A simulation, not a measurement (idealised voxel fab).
process module | voxel ribs on slabs
cross-section cut | 220 nm wide | cells 5 nm
A cross-section is a grid of square cells, given in bands from the top down. A band is one or more rows of cells.
Each band's line starts with the height of the band's top and of its bottom, in nm. Then come its materials from left to right, each with its width in nm. One material with "throughout" fills the band from edge to edge. "air" is empty space.
Height 0 is the level under which the wafer as received is all one material. The lowest band goes on downwards, as in "0 down".
A width such as "30 to 40" changes by the same amount from each row of cells to the next, from the band's top row to its bottom row.
"no change" after a step means that no cell of the cross-section changed.
closed voids: empty space of 8 cells or more with no open way to the top, each as width x height at its distance from the left edge, in nm
after a step's settings: what the simulator itself notes on the step
overlay nm, on a step with a mask: how far to the right of its planned place the mask lay; to the left if negative
plan
1 op RECEIVE | material Si
2 op DIRECTIONAL_DEP | material SiO2 | thk nm 30
3 op DIRECTIONAL_DEP | material polySi | thk nm 15
4 op MASKED_ETCH | tone cover | mask id RIB | width nm 15 | etch materials polySi | depth nm 10 | overlay nm 0
5 op MASKED_ETCH | tone cover | mask id SLAB | width nm 65 | etch materials polySi | depth nm 5 | overlay nm 0
6 op FILL_DEP | material SiO2 | thk nm 25
7 op CMP | height nm 65
8 op DIRECTIONAL_DEP | material TiN | thk nm 10
9 op PATTERN | tone cover | mask id HEATER | material resist | width nm 25 | thk nm 20 | overlay nm 0
10 op DIRECTIONAL_ETCH | etch materials TiN | depth nm 10
11 op STRIP | etch materials resist
12 op CONFORMAL_DEP | material SiO2 | thk nm 5
first wafer, as planned
as received, after step 1
  0 down: Si throughout
  closed voids: none
after step 2
  30 to 0: SiO2 throughout
  below 0: unchanged
after step 3
  45 to 30: polySi throughout
  below 30: unchanged
after step 4
  45 to 35: air 100 | polySi 15 | air 105
  below 35: unchanged
after step 5
  45 to 35: air 100 | polySi 15 | air 105
  35 to 30: air 75 | polySi 65 | air 80
  below 30: unchanged
after step 6
  70 to 45: SiO2 throughout
  45 to 35: SiO2 100 | polySi 15 | SiO2 105
  35 to 30: SiO2 75 | polySi 65 | SiO2 80
  below 30: unchanged
after step 7
  65 to 45: SiO2 throughout
  below 45: unchanged
after step 8
  75 to 65: TiN throughout
  below 65: unchanged
after step 9
  95 to 75: air 95 | resist 25 | air 100
  below 75: unchanged
after step 10
  95 to 75: air 95 | resist 25 | air 100
  75 to 65: air 95 | TiN 25 | air 100
  below 65: unchanged
after step 11
  75 to 65: air 95 | TiN 25 | air 100
  below 65: unchanged
after step 12
  80 to 75: air 90 | SiO2 35 | air 95
  75 to 70: air 90 | SiO2 5 | TiN 25 | SiO2 5 | air 95
  70 to 65: SiO2 95 | TiN 25 | SiO2 100
  below 65: unchanged
second wafer: like start, like plan, one mistake. Through step 4 it matches the first wafer
when step 5 should have ended
  45 to 35: air 100 | polySi 15 | air 105
  35 to 30: air 80 | polySi 65 | air 75
  below 30: unchanged
when step 6 should have ended
  70 to 45: SiO2 throughout
  45 to 35: SiO2 100 | polySi 15 | SiO2 105
  35 to 30: SiO2 80 | polySi 65 | SiO2 75
  below 30: unchanged
when step 7 should have ended
  65 to 45: SiO2 throughout
  below 45: unchanged
when step 8 should have ended
  75 to 65: TiN throughout
  below 65: unchanged
when step 9 should have ended
  95 to 75: air 95 | resist 25 | air 100
  below 75: unchanged
when step 10 should have ended
  95 to 75: air 95 | resist 25 | air 100
  75 to 65: air 95 | TiN 25 | air 100
  below 65: unchanged
when step 11 should have ended
  75 to 65: air 95 | TiN 25 | air 100
  below 65: unchanged
when step 12 should have ended
  80 to 75: air 90 | SiO2 35 | air 95
  75 to 70: air 90 | SiO2 5 | TiN 25 | SiO2 5 | air 95
  70 to 65: SiO2 95 | TiN 25 | SiO2 100
  below 65: unchanged
what went wrong: step 5 ran as: op MASKED_ETCH | tone cover | mask id SLAB | width nm 65 | etch materials polySi | depth nm 5 | overlay nm 5
at the end the second wafer has, in cells: as many of each material as the first, in other places
